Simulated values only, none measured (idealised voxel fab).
The following is a process module called voxel gate over fins.
The width of the displayed cross-section, cut, is 255 nm; its cells are square, with a size of 5 nm.
Heads up, the way a cross-section reads in here is a grid of square cells, handed over as bands from the top down, with every band being one or more rows of cells.
In this notation a band is specified by the heights of its top and bottom, in that order and in nm, after which its materials appear from left to right, each paired with its width in nm. The word "edge to edge" attached to a single material means that material fills the band from edge to edge; the word "air" stands for empty space.
Heights from 0 (as-received wafer is one material below). Bottom band endless downward, as "top 0, no bottom".
The notation "30 to 40" denotes a width that varies across the rows of cells in the band, beginning at the first number in the top row, finishing at the second number in the bottom row, and changing by an identical amount from each row to the next.
When a step is marked "left unchanged", none of the cells in the cross-section changed during that step.
What "Listed closed voids" gives you is every empty space of 8 cells or more that is cut off from the top. Each appears as width x height at distance, with the distance taken from the left edge and width, height and distance all in nm.
It should be noted that, on the line of a given step, the content following the step's settings is a remark produced by the simulator itself with respect to that step.
On any step carrying a mask, the "overlay nm" setting, if present on the step's line, tells how far right of its planned place the mask lay; negative values point to the left.
## Here's what the planned process steps look like
1. RECEIVE (material Si)
2. CONFORMAL_DEP (material SiN; thk nm 10)
3. PATTERN (tone cover; mask id FINS; material resist; width nm 15; pitch nm 35; thk nm 15; overlay nm 0)
4. DIRECTIONAL_ETCH (etch materials SiN; depth nm 10)
5. DIRECTIONAL_ETCH (etch materials Si; depth nm 30)
6. STRIP (etch materials resist)
7. OXIDIZE (depth nm 5)
8. FILL_DEP (material SiO2; thk nm 10)
9. CMP (height nm 10)
10. SELECTIVE_ETCH (etch materials SiO2; depth nm 20)
11. STRIP (etch materials SiN)
12. CONFORMAL_DEP (material HfO2; thk nm 5)
13. CONFORMAL_DEP (material TiN; thk nm 5)
14. FILL_DEP (material W; thk nm 10)
15. CMP (height nm 15)
16. CONFORMAL_DEP (material SiCN; thk nm 5)
## Delivered wafer in cross-section: state after step 1
> top 0, no bottom = Si edge to edge
> Listed closed voids: none
## Look at the cross-section after the module: the wafer started out the way shown above and the plan was the one shown above, yet one mistake was made along the way
> top 20, bottom 15 = SiCN edge to edge
> top 15, bottom 5 = W edge to edge
> top 5, bottom 0 = W: 85 | TiN: 15 | W: 20 | TiN: 15 | W: 20 | TiN: 15 | W: 85
> top 0, bottom -5 = W: 85 | TiN: 5 | Si: 5 | TiN: 5 | W: 20 | TiN: 5 | Si: 5 | TiN: 5 | W: 20 | TiN: 5 | Si: 5 | TiN: 5 | W: 85
> top -5, bottom -10 = TiN: 90 | Si: 5 | TiN: 30 | Si: 5 | TiN: 30 | Si: 5 | TiN: 90
> top -10, bottom -35 = SiO2: 90 | Si: 5 | SiO2: 30 | Si: 5 | SiO2: 30 | Si: 5 | SiO2: 90
> top -35, no bottom = Si edge to edge
> Listed closed voids: none
What went wrong in running the wafer? the plan's step 12 was left out and never carried out
